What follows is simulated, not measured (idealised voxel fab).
A process module follows: voxel spacer lines.
Cross-section cut spans 270 nm and uses square cells 5 nm in size.
In this document a cross-section is written as a grid of square cells. It is given as a series of bands, listed from the top down, and a band is one or more rows of cells.
It is stipulated that each band's entry specify, in nanometres, the height of the top of the band and then that of its bottom, followed by the materials of the band in left-to-right sequence, each together with its width in nanometres. A single material marked by the word "full width" is understood to fill the band from edge to edge; the word "empty" is understood to denote empty space.
Heights are expressed relative to 0, this being the level below which the as-received wafer comprises one material exclusively. The lowest band is unbounded in the downward direction and is denoted as in "z 0 and below".
Top row gets the first number, bottom row gets the second, and each row in between changes by the same step: that is how a band width like "30 to 40" works.
Where the words "stayed the same" appear for a step, the cross-section shows no cell changed by that step; every cell remained as before.
Any empty space of 8 cells or more lacking an open way to the top shows up in "Encapsulated voids" as width x height at distance, distance from the left edge, in nm.
Whatever follows a step's settings on its line is a remark the simulator itself makes about that step.
overlay nm: how far to the right of its planned place the mask lay on this masked step (negative: to the left).

PLAN
- 1: RECEIVE | material Si
- 2: CONFORMAL_DEP | material SiO2 | thk nm 10
- 3: DIRECTIONAL_DEP | material W | thk nm 20
- 4: DIRECTIONAL_DEP | material polySi | thk nm 25
- 5: PATTERN | tone cover | mask id MANDREL | material resist | width nm 15 | pitch nm 60 | thk nm 35 | overlay nm 0
- 6: DIRECTIONAL_ETCH | etch materials polySi | depth nm 25
- 7: STRIP | etch materials resist
- 8: CONFORMAL_DEP | material SiN | thk nm 15
- 9: DIRECTIONAL_ETCH | etch materials SiN | depth nm 15
- 10: STRIP | etch materials polySi
- 11: DIRECTIONAL_ETCH | etch materials W | depth nm 20
- 12: STRIP | etch materials SiN
- 13: FILL_DEP | material lowk | thk nm 5
- 14: CMP | height nm 30

CROSS-SECTION OF THE WAFER AT RECEIPT, WHICH IS THE CONDITION AFTER STEP 1
> z 0 and below  Si full width
> Encapsulated voids: none

FIRST OF TWO WAFERS, END-OF-MODULE SECTION, RUN FOLLOWED PLAN
> z 30 to 10  lowk 50 nm, then W 15 nm, then lowk 15 nm, then W 15 nm, then lowk 15 nm, then W 15 nm, then lowk 15 nm, then W 15 nm, then lowk 15 nm, then W 15 nm, then lowk 15 nm, then W 15 nm, then lowk 55 nm
> z 10 to 0  SiO2 full width
> z 0 and below  Si full width
> Encapsulated voids: none

THE SECOND WAFER, SHOWN IN CROSS-SECTION AFTER THE MODULE: STARTED THE SAME WAY AS THE FIRST AND GIVEN THE SAME PLAN, YET ONE MISTAKE CREPT INTO HOW IT WAS RUN
> z 30 to 10  lowk 50 nm, then W 15 nm, then lowk 20 nm, then W 15 nm, then lowk 10 nm, then W 15 nm, then lowk 20 nm, then W 15 nm, then lowk 10 nm, then W 15 nm, then lowk 20 nm, then W 15 nm, then lowk 50 nm
> z 10 to 0  SiO2 full width
> z 0 and below  Si full width
> Encapsulated voids: none
Diagnosis: for step 5, the planned setting was not used; the step was instead run as PATTERN | tone cover | mask id MANDREL | material resist | width nm 20 | pitch nm 60 | thk nm 35 | overlay nm 0
So at the finish, the second wafer's got exactly as many cells of each material as the first, just not in the same spots.
